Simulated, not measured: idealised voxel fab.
process module | voxel capacitor over wiring
cross-section cut | 205 nm wide | cells 5 nm
A cross-section is a grid of square cells, given in bands from the top down. A band is one or more rows of cells.
Each band's line starts with the height of the band's top and of its bottom, in nm. Then come its materials from left to right, each with its width in nm. One material with "throughout" fills the band from edge to edge. "air" is empty space.
Height 0 is the level under which the wafer as received is all one material. The lowest band goes on downwards, as in "0 down".
A width such as "30 to 40" changes by the same amount from each row of cells to the next, from the band's top row to its bottom row.
"no change" after a step means that no cell of the cross-section changed.
closed voids: empty space of 8 cells or more with no open way to the top, each as width x height at its distance from the left edge, in nm
after a step's settings: what the simulator itself notes on the step
overlay nm, on a step with a mask: how far to the right of its planned place the mask lay; to the left if negative
plan
1 op RECEIVE | material Si
2 op CONFORMAL_DEP | material SiO2 | thk nm 10
3 op CONFORMAL_DEP | material SiN | thk nm 5
4 op DIRECTIONAL_DEP | material lowk | thk nm 20
5 op DIRECTIONAL_DEP | material aC | thk nm 10
6 op PATTERN | tone open | mask id METAL_1 | material resist | width nm 20 | pitch nm 70 | thk nm 25 | overlay nm 0
7 op DIRECTIONAL_ETCH | etch materials aC | depth nm 10
8 op STRIP | etch materials resist
9 op DIRECTIONAL_ETCH | etch materials lowk | depth nm 20
10 op DIRECTIONAL_ETCH | etch materials SiN | depth nm 5
11 op STRIP | etch materials aC
12 op CONFORMAL_DEP | material TiN | thk nm 5
13 op FILL_DEP | material Cu | thk nm 10
14 op CMP | height nm 35
15 op CONFORMAL_DEP | material SiCN | thk nm 5
16 op DIRECTIONAL_DEP | material SiO2 | thk nm 15
17 op DIRECTIONAL_DEP | material aC | thk nm 15
18 op PATTERN | tone open | mask id PLUG_1 | material resist | width nm 15 | thk nm 30 | overlay nm 0
19 op DIRECTIONAL_ETCH | etch materials aC | depth nm 15
20 op STRIP | etch materials resist
21 op DIRECTIONAL_ETCH | etch materials SiO2 | depth nm 15
22 op DIRECTIONAL_ETCH | etch materials SiCN | depth nm 5
23 op STRIP | etch materials aC
24 op EPI | material Ru | thk nm 10
25 op EPI | material Ru | thk nm 10
26 op DIRECTIONAL_DEP | material TiN | thk nm 10
27 op DIRECTIONAL_DEP | material SiN | thk nm 5
28 op DIRECTIONAL_DEP | material TiN | thk nm 10
29 op DIRECTIONAL_DEP | material aC | thk nm 15
30 op PATTERN | tone cover | mask id UPPER_PLATE | material resist | width nm 55 | thk nm 35 | overlay nm 0
31 op DIRECTIONAL_ETCH | etch materials aC | depth nm 15
32 op STRIP | etch materials resist
33 op DIRECTIONAL_ETCH | etch materials TiN | depth nm 10
34 op DIRECTIONAL_ETCH | etch materials SiN | depth nm 5
35 op STRIP | etch materials aC
36 op MASKED_ETCH | tone cover | mask id LOWER_PLATE | width nm 65 | etch materials TiN | depth nm 10 | overlay nm 0
37 op FILL_DEP | material SiO2 | thk nm 20
38 op CMP | height nm 95
39 op MASKED_ETCH | tone open | mask id PLUG_2 | width nm 15 | etch materials SiO2 | depth nm 15 | overlay nm 0
40 op CONFORMAL_DEP | material TiN | thk nm 5
41 op FILL_DEP | material Cu | thk nm 5
42 op CMP | height nm 95
43 op CONFORMAL_DEP | material SiCN | thk nm 5
as received, after step 1
  0 down: Si throughout
  closed voids: none
a wafer at the end: this start, this plan, one mistake
  100 to 95: SiCN throughout
  95 to 90: SiO2 70 | TiN 15 | SiO2 120
  90 to 80: SiO2 60 | TiN 25 | SiO2 120
  80 to 75: SiO2 60 | SiN 25 | TiN 30 | SiO2 90
  75 to 70: SiO2 55 | TiN 60 | SiO2 90
  70 to 65: SiO2 55 | TiN 30 | SiN 30 | SiO2 90
  65 to 55: SiO2 50 | Ru 35 | TiN 35 | SiO2 85
  55 to 40: SiO2 60 | Ru 15 | SiO2 130
  40 to 35: SiCN 60 | Ru 15 | SiCN 130
  35 to 15: lowk 55 | TiN 5 | Cu 10 | TiN 5 | lowk 50 | TiN 5 | Cu 10 | TiN 5 | lowk 60
  15 to 10: SiN 55 | TiN 20 | SiN 50 | TiN 20 | SiN 60
  10 to 0: SiO2 throughout
  0 down: Si throughout
  closed voids: none
what went wrong: one of the steps 24 and 25, which are alike, was run twice
